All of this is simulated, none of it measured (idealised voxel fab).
Proc. module: voxel self aligned contacts
Each square cell in cross-section cut measures 5 nm, and the section as a whole is 230 nm wide.
This document writes a cross-section as a grid whose cells are square, and gives it as bands, listed from the top down; one or more rows of cells form a band.
Per band: top height and bottom height in nm, followed by the left-to-right materials and their widths in nm; "throughout" marks a single material spanning edge to edge, "air" marks empty space.
The level at which height equals 0 is the one under which the wafer, as it arrives, is entirely one material. No lower edge exists for the bottom band, which continues downward and is notated as in "0 -> down".
So if you see something like "30 to 40" for the width, read it as the top row of the band sitting at the first number and the bottom row at the second, with every row in between moving by the same amount as the last.
Where a step carries "no alteration", the cross-section came out of it unchanged, cell for cell.
Voids not open to the top, 8 cells minimum: see "Voids, enclosed". Written width x height at distance; distance is from the left edge; nm.
The remark found on a step's line after its settings is issued by the simulator itself and pertains to that step.
You can add "overlay nm" to a step's line. For a step with a mask, it describes how far the mask lay to the right of its planned position, and a negative number describes a lay to the left.
The following list gives the planned process steps
1. RECEIVE,material Si
2. OXIDIZE,depth nm 5
3. DIRECTIONAL_DEP,material polySi,thk nm 30
4. DIRECTIONAL_DEP,material SiN,thk nm 20
5. DIRECTIONAL_DEP,material aC,thk nm 15
6. PATTERN,tone cover,mask id GATE,material resist,width nm 25,pitch nm 50,thk nm 30,overlay nm 0
7. DIRECTIONAL_ETCH,etch materials aC,depth nm 15
8. STRIP,etch materials resist
9. DIRECTIONAL_ETCH,etch materials SiN,depth nm 10
10. DIRECTIONAL_ETCH,etch materials polySi,depth nm 30
11. STRIP,etch materials aC
12. CONFORMAL_DEP,material SiN,thk nm 5
13. DIRECTIONAL_ETCH,etch materials SiN,depth nm 5
14. FILL_DEP,material SiO2,thk nm 20
15. CMP,height nm 60
16. PATTERN,tone open,mask id CONTACT,material resist,width nm 35,thk nm 15,overlay nm 0
17. DIRECTIONAL_ETCH,etch materials SiO2,depth nm 65
18. STRIP,etch materials resist
19. CONFORMAL_DEP,material TiN,thk nm 5
20. FILL_DEP,material Ru,thk nm 5
21. CMP,height nm 60
22. CONFORMAL_DEP,material SiCN,thk nm 5
For clarity, it should be stated that the wafers under discussion commence in an identical condition and differ with respect to the depth nm of step 9, the plan indicating the value that the first wafer had.
Here's the first of the wafers in cross-section, just as we got it, i.e. after step 1
0 -> down = Si throughout
Voids, enclosed: none
For your reference, the table is organized with a row per wafer; each row reflects the wafer at the end of the module, indicating for each material the cells gained (+) or lost (-) since receipt, and thereafter its closed voids
depth nm 10, +7 Ru, -46 Si, +46 SiCN, +120 SiN, +182 SiO2, +13 TiN, +276 polySi, Voids, enclosed: none
depth nm 15, +8 Ru, -46 Si, +46 SiCN, +88 SiN, +211 SiO2, +15 TiN, +276 polySi, Voids, enclosed: none
depth nm 20, +16 Ru, -46 Si, +46 SiCN, +80 SiN, +411 SiO2, +31 TiN, +60 polySi, Voids, enclosed: none
depth nm 25, +16 Ru, -46 Si, +46 SiCN, +80 SiN, +411 SiO2, +31 TiN, +60 polySi, Voids, enclosed: none
depth nm 30, +16 Ru, -46 Si, +46 SiCN, +80 SiN, +411 SiO2, +31 TiN, +60 polySi, Voids, enclosed: none
depth nm 35, +16 Ru, -46 Si, +46 SiCN, +80 SiN, +411 SiO2, +31 TiN, +60 polySi, Voids, enclosed: none
